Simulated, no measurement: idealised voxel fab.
Module name: voxel tone inversion (process module)
Displayed cross-section: cut, width of 265 nm, square cells sized 5 nm.
Heads up, the way a cross-section reads in here is a grid of square cells, handed over as bands from the top down, with every band being one or more rows of cells.
A band entry consists of two parts. The first gives the height of the band's top and the height of its bottom, in nm. The rest lists the band's materials from left to right, each with its width in nm. A single material labelled with the word "throughout" fills the band from edge to edge, and the word "blank" marks empty space.
Basically, 0 is our baseline, since under it the wafer straight out of the box is all one material. The bottom band has no lower end and keeps on going down, so it looks like "from 0 down".
Width: "30->40" (first number = top row, second number = bottom row, same change from row to row of cells).
Reading "no change" for a step: not a cell of the cross-section changed in it.
"Sealed void list" contains a list of empty spaces, each no smaller than 8 cells and without an open way to the top, written in the form width x height at distance with the distance from the left edge and all three in nm.
Post-settings text on a step line: simulator's own remark regarding the step.
Regarding "overlay nm": on a step with a mask, it is the distance the mask lay to the right of its planned place; a negative value places it to the left.

[Process steps (planned)]
| 1 | RECEIVE: material Si |
| 2 | CONFORMAL_DEP: material SiCN, thk nm 10 |
| 3 | DIRECTIONAL_DEP: material polySi, thk nm 25 |
| 4 | PATTERN: tone cover, mask id POSTS, material resist, width nm 25, pitch nm 40, thk nm 35, overlay nm 0 |
| 5 | DIRECTIONAL_ETCH: etch materials polySi, depth nm 25 |
| 6 | STRIP: etch materials resist |
| 7 | FILL_DEP: material SiO2, thk nm 10 |
| 8 | CMP: height nm 35 |
| 9 | STRIP: etch materials polySi |

[Below: the first of two wafers, run as planned]

[Cross-section: wafer on arrival = after step 1]
from 0 down  Si throughout
Sealed void list: none

[Cross-section of the wafer after step 2]
from 10 to 0  SiCN throughout
Under 0: no change, same as before.

[Cross-section of the wafer after step 3]
from 35 to 10  polySi throughout
Under 10: no change, same as before.

[Cross-section of the wafer after step 4]
from 70 to 35  80 of blank; 25 of resist; 15 of blank; 25 of resist; 15 of blank; 25 of resist; 80 of blank
Under 35: no change, same as before.

[Cross-section of the wafer after step 5]
from 70 to 35  80 of blank; 25 of resist; 15 of blank; 25 of resist; 15 of blank; 25 of resist; 80 of blank
from 35 to 10  80 of blank; 25 of polySi; 15 of blank; 25 of polySi; 15 of blank; 25 of polySi; 80 of blank
Under 10: no change, same as before.

[Cross-section of the wafer after step 6]
from 35 to 10  80 of blank; 25 of polySi; 15 of blank; 25 of polySi; 15 of blank; 25 of polySi; 80 of blank
Under 10: no change, same as before.

[Cross-section of the wafer after step 7]
from 45 to 35  SiO2 throughout
from 35 to 10  80 of SiO2; 25 of polySi; 15 of SiO2; 25 of polySi; 15 of SiO2; 25 of polySi; 80 of SiO2
Under 10: no change, same as before.

[Cross-section of the wafer after step 8]
from 35 to 10  80 of SiO2; 25 of polySi; 15 of SiO2; 25 of polySi; 15 of SiO2; 25 of polySi; 80 of SiO2
Under 10: no change, same as before.

[Cross-section of the wafer after step 9]
from 35 to 10  80 of SiO2; 25 of blank; 15 of SiO2; 25 of blank; 15 of SiO2; 25 of blank; 80 of SiO2
Under 10: no change, same as before.

[Companion wafer, the second of two: same beginning, same intended sequence, one mistake in carrying it out; through step 8 inclusive it tracks the first exactly]

[Second wafer shown in cross-section at the time step 9 was slated to end]
from 35 to 10  80 of SiO2; 25 of blank; 15 of SiO2; 25 of blank; 15 of SiO2; 25 of blank; 80 of SiO2
Under 10: no change, same as before.
Misprocessing identified: execution of plan step 9 occurred twice
At process end the two wafers are indistinguishable in cross-section, so the error does not change what this model computes.
